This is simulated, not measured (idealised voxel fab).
Proc. module: voxel trench capacitor
The width of the displayed cross-section, cut, is 190 nm; its cells are square, with a size of 5 nm.
For the purposes of this document, a cross-section shall be understood as a grid of square cells, specified as bands listed in top-to-bottom order, each band consisting of one or more rows of cells. Band entry format. Leading values: height of top, height of bottom, nm. Remainder: materials in left-to-right order, each with its width in nm. Special words: "full width" on a single material, which then fills the band edge to edge; "air", empty space. Zero point of the height axis is 0; under it, received wafer = one material. Lowest band: continues down indefinitely, "0 and below". The width entry "30 to 40" should be interpreted row by row: the top row of cells in the band takes the first number, the bottom row takes the second number, and the change between adjacent rows is uniform throughout. "left unchanged" -> step changed no cross-section cell. The list in "Completely enclosed voids" covers empty spaces of 8 cells or more that cannot reach the top through any open way, and it gives each as width x height at distance; the distance is from the left edge, and width, height and distance are in nm. On each step's line, the part that comes after the settings is the simulator's own comment on the step. overlay nm: on a step with a mask, how far right of its planned place the mask lay; negative means left.

Plan:
1) RECEIVE, material Si
2) CONFORMAL_DEP, material SiN, thk nm 5
3) DIRECTIONAL_DEP, material aC, thk nm 15
4) PATTERN, tone open, mask id TRENCH, material resist, width nm 25, pitch nm 40, thk nm 35, overlay nm 0
5) DIRECTIONAL_ETCH, etch materials aC, depth nm 15
6) STRIP, etch materials resist
7) DIRECTIONAL_ETCH, etch materials SiN, depth nm 5
8) DIRECTIONAL_ETCH, etch materials Si, depth nm 30
9) STRIP, etch materials aC
10) CONFORMAL_DEP, material HfO2, thk nm 5
11) CONFORMAL_DEP, material TiN, thk nm 5
12) FILL_DEP, material W, thk nm 10
13) CMP, height nm 5

Step 1 complete: cross-section of the wafer as received:
	0 and below | Si full width
	Completely enclosed voids: none

Looking at the first of two wafers in cross-section at end of module - ran to plan:
	5 down to 0 | 60 SiN; 5 HfO2; 5 TiN; 5 W; 5 TiN; 5 HfO2; 15 SiN; 5 HfO2; 5 TiN; 5 W; 5 TiN; 5 HfO2; 65 SiN
	0 down to -20 | 60 Si; 5 HfO2; 5 TiN; 5 W; 5 TiN; 5 HfO2; 15 Si; 5 HfO2; 5 TiN; 5 W; 5 TiN; 5 HfO2; 65 Si
	-20 down to -25 | 60 Si; 5 HfO2; 15 TiN; 5 HfO2; 15 Si; 5 HfO2; 15 TiN; 5 HfO2; 65 Si
	-25 down to -30 | 60 Si; 25 HfO2; 15 Si; 25 HfO2; 65 Si
	-30 and below | Si full width
	Completely enclosed voids: none

Second wafer at the end: like start, like plan, one mistake:
	5 down to 0 | 60 SiN; 10 TiN; 5 W; 10 TiN; 15 SiN; 10 TiN; 5 W; 10 TiN; 65 SiN
	0 down to -20 | 60 Si; 10 TiN; 5 W; 10 TiN; 15 Si; 10 TiN; 5 W; 10 TiN; 65 Si
	-20 down to -30 | 60 Si; 25 TiN; 15 Si; 25 TiN; 65 Si
	-30 and below | Si full width
	Completely enclosed voids: none
Processing error: step 10 off recipe, ran as CONFORMAL_DEP, material TiN, thk nm 5
End check, counted in cells, second wafer has more or fewer of these materials than the first: HfO2: 34 fewer; TiN: 34 more
